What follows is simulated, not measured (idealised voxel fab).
Process module in this document: voxel tone inversion
This is section cut - it's 185 nm across, gridded in 5 nm square cells.
We lay out every cross-section as a grid of square cells and spell it out in bands from the top down, where one band means one or more rows of cells.
Each band's line starts with the height of the band's top and of its bottom, in nm. Then come its materials from left to right, each with its width in nm. One material with "throughout" fills the band from edge to edge. "empty" is empty space.
All heights in this document are referenced to 0, defined as the level beneath which the wafer, as received, consists entirely of one material. The lowest band is not bounded below; it extends indefinitely downward and is written in the form "from 0 down".
It should be noted that a width expressed as "30 to 40" varies in equal increments from row to row of cells within the band, taking the value of the first number at the top row and that of the second number at the bottom row.
Basically "stayed the same" means that step didn't change any cell in the cross-section.
"Sealed void list" means: voids of 8 cells or more that are shut off from the top with no open way through. Written width x height at distance, distance from the left edge, in nm.
Post-settings text on a step line: simulator's own remark regarding the step.
Each step line may optionally specify "overlay nm", which for a step with a mask gives the rightward distance between the mask's planned place and where it lay, a negative value indicating the leftward direction.

**Process steps - plan**
step 1: op RECEIVE | material Si
step 2: op CONFORMAL_DEP | material SiCN | thk nm 10
step 3: op DIRECTIONAL_DEP | material aC | thk nm 15
step 4: op PATTERN | tone cover | mask id POSTS | material resist | width nm 20 | pitch nm 50 | thk nm 20 | overlay nm 0
step 5: op DIRECTIONAL_ETCH | etch materials aC | depth nm 15
step 6: op STRIP | etch materials resist
step 7: op FILL_DEP | material lowk | thk nm 10
step 8: op CMP | height nm 25
step 9: op STRIP | etch materials aC
step 10: op CONFORMAL_DEP | material TiN | thk nm 5
step 11: op FILL_DEP | material W | thk nm 5
step 12: op CMP | height nm 25
step 13: op CONFORMAL_DEP | material SiCN | thk nm 5

**This is the cross-section of the wafer as we received it, i.e. after step 1**
    from 0 down: Si throughout
    Sealed void list: none

**The first of two wafers, cross-sectioned at the end of the module, with the run proceeding as planned**
    from 30 to 25: SiCN throughout
    from 25 to 15: lowk 55 / TiN 5 / W 10 / TiN 5 / lowk 30 / TiN 5 / W 10 / TiN 5 / lowk 60
    from 15 to 10: lowk 55 / TiN 20 / lowk 30 / TiN 20 / lowk 60
    from 10 to 0: SiCN throughout
    from 0 down: Si throughout
    Sealed void list: none

**Wafer two cross-section, module end. Start and plan unchanged from wafer one; one mistake made during the run**
    from 30 to 25: SiCN throughout
    from 25 to 15: W 50 / TiN 5 / lowk 20 / TiN 5 / W 20 / TiN 5 / lowk 20 / TiN 5 / W 55
    from 15 to 10: TiN 55 / lowk 20 / TiN 30 / lowk 20 / TiN 60
    from 10 to 0: SiCN throughout
    from 0 down: Si throughout
    Sealed void list: none
So what did we get wrong on this run? not per plan at step 4, really ran op PATTERN | tone open | mask id POSTS | material resist | width nm 20 | pitch nm 50 | thk nm 20 | overlay nm 0
FYI, end of process, the second wafer has more or fewer cells of some materials than the first: TiN: 21 more; W: 42 more; lowk: 63 fewer
